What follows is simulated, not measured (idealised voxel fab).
The following is a process module called voxel ribs on slabs.
The cross-section shown here is cut; it is 275 nm wide and divided into square cells measuring 5 nm on a side.
How to read a cross-section here: the picture is a grid of square cells, written as bands going from the top down, and any band can span one or more rows of cells. Read a band's entry like this: the first values are the height of its top and the height of its bottom in nm, and what follows is the sequence of materials from left to right, each with its width in nm. Note that "air" is empty space, and that a single material marked "everywhere" reaches across the band from edge to edge. Note: height 0 marks the level under which the wafer is uniformly one material as received. Lowest band unbounded below, written "0 and below". With a width like "30->40", each row of cells in the band differs from the next by the same amount, the top row carrying the first number and the bottom row the second. It should be understood that the words "left unchanged", when stated for a given step, signify that the cross-section underwent no change in any of its cells during that step. "Closed cavity list": sealed empty spaces, 8 cells or more, no open way to top, listed width x height at distance, with distance from the left edge and width, height and distance in nm. What comes after the settings on a step's line is commentary from the simulator itself on that step. When a step includes a mask, the "overlay nm" setting on its line states how far to the right of its planned place that mask lay, and negative values state how far to the left.
[The following list gives the planned process steps]
- 1: RECEIVE (material Si)
- 2: DIRECTIONAL_DEP (material SiO2; thk nm 30)
- 3: DIRECTIONAL_DEP (material polySi; thk nm 25)
- 4: MASKED_ETCH (tone cover; mask id RIB; width nm 15; etch materials polySi; depth nm 15; overlay nm 0)
- 5: PATTERN (tone cover; mask id SLAB; material resist; width nm 75; thk nm 15; overlay nm 0)
- 6: DIRECTIONAL_ETCH (etch materials polySi; depth nm 10)
- 7: STRIP (etch materials resist)
- 8: FILL_DEP (material SiO2; thk nm 25)
- 9: CMP (height nm 75)
- 10: DIRECTIONAL_DEP (material W; thk nm 5)
- 11: DIRECTIONAL_DEP (material aC; thk nm 15)
- 12: PATTERN (tone cover; mask id HEATER; material resist; width nm 25; thk nm 30; overlay nm 0)
- 13: DIRECTIONAL_ETCH (etch materials aC; depth nm 15)
- 14: STRIP (etch materials resist)
- 15: DIRECTIONAL_ETCH (etch materials W; depth nm 5)
- 16: STRIP (etch materials aC)
- 17: CONFORMAL_DEP (material SiO2; thk nm 10)
[Cross-sectional view of the wafer in its as-received condition, corresponding to the state after step 1]
- 0 and below | Si everywhere
- Closed cavity list: none
[Below is the wafer in cross-section after the module was completed. It began from the starting point shown above and followed the plan shown above, except that one mistake was made while running it]
- 90 down to 85 | air=115, SiO2=50, air=110
- 85 down to 80 | SiO2 everywhere
- 80 down to 75 | SiO2=125, W=30, SiO2=120
- 75 down to 55 | SiO2 everywhere
- 55 down to 40 | SiO2=130, polySi=15, SiO2=130
- 40 down to 30 | SiO2=100, polySi=75, SiO2=100
- 30 down to 0 | SiO2 everywhere
- 0 and below | Si everywhere
- Closed cavity list: none
The mistake made against the process plan was this: the process deviated at step 12: the operation and settings actually run there were PATTERN (tone cover; mask id HEATER; material resist; width nm 30; thk nm 30; overlay nm 0)
